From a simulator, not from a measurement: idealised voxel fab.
The name of this process module is voxel quadruple lines.
Each square cell in cross-section cut measures 5 nm, and the section as a whole is 205 nm wide.
In this document a cross-section is written as a grid of square cells. It is given as a series of bands, listed from the top down, and a band is one or more rows of cells. For a band, the entry starts with two heights in nm, that of the top and then that of the bottom, and carries on with the band's materials in order from left to right, each alongside its width in nm; the word "full width" beside a single material means it fills the band edge to edge, and "empty" means empty space. All heights in this document are referenced to 0, defined as the level beneath which the wafer, as received, consists entirely of one material. The lowest band is not bounded below; it extends indefinitely downward and is written in the form "0..down". Graded width ("30->40"): value in top row of band = first number; value in bottom row = second number; row-to-row change constant. "all unchanged" (step): cross-section cells unchanged, all of them. Closed-off voids of 8+ cells (no open route to the top) go in "Sealed internal cavities", written width x height at distance from the left edge, in nm. Whatever follows a step's settings on its line is a remark the simulator itself makes about that step. Each step line may optionally specify "overlay nm", which for a step with a mask gives the rightward distance between the mask's planned place and where it lay, a negative value indicating the leftward direction.
### Process steps - plan
1) RECEIVE [material Si]
2) CONFORMAL_DEP [material SiO2] [thk nm 5]
3) DIRECTIONAL_DEP [material Ru] [thk nm 15]
4) DIRECTIONAL_DEP [material polySi] [thk nm 15]
5) DIRECTIONAL_DEP [material aC] [thk nm 20]
6) PATTERN [tone cover] [mask id MANDREL] [material resist] [width nm 20] [pitch nm 60] [thk nm 25] [overlay nm 0]
7) DIRECTIONAL_ETCH [etch materials aC] [depth nm 20]
8) STRIP [etch materials resist]
9) CONFORMAL_DEP [material SiO2] [thk nm 10]
10) DIRECTIONAL_ETCH [etch materials SiO2] [depth nm 10]
11) STRIP [etch materials aC]
12) DIRECTIONAL_ETCH [etch materials polySi] [depth nm 15]
13) STRIP [etch materials SiO2]
14) CONFORMAL_DEP [material SiN] [thk nm 5]
15) DIRECTIONAL_ETCH [etch materials SiN] [depth nm 5]
16) STRIP [etch materials polySi]
17) DIRECTIONAL_ETCH [etch materials Ru] [depth nm 15]
18) STRIP [etch materials SiN]
### Delivered wafer in cross-section: state after step 1
  0..down  Si full width
  Sealed internal cavities: none
### Sectioned view, first of two wafers, at the close of the module, processed as intended in the plan
  20..5  empty 45, then Ru 5, then empty 10, then Ru 5, then empty 10, then Ru 5, then empty 10, then Ru 5, then empty 10, then Ru 5, then empty 10, then Ru 5, then empty 10, then Ru 5, then empty 10, then Ru 5, then empty 50
  5..0  SiO2 full width
  0..down  Si full width
  Sealed internal cavities: none
### What the second wafer looks like in cross-section once the module is done. Its start and its plan matched the first wafer's exactly; what differed was one mistake in how it was run
  55..35  empty 60, then aC 20, then empty 40, then aC 20, then empty 65
  35..20  polySi full width
  20..5  Ru full width
  5..0  SiO2 full width
  0..down  Si full width
  Sealed internal cavities: none
Plan not followed: off-plan run, step 9, actual operation and settings CONFORMAL_DEP [material SiN] [thk nm 10]
Bottom line after processing is that, in cells, the second wafer is up or down on some materials versus the first: Ru: 99 more, aC: 32 more, polySi: 123 more
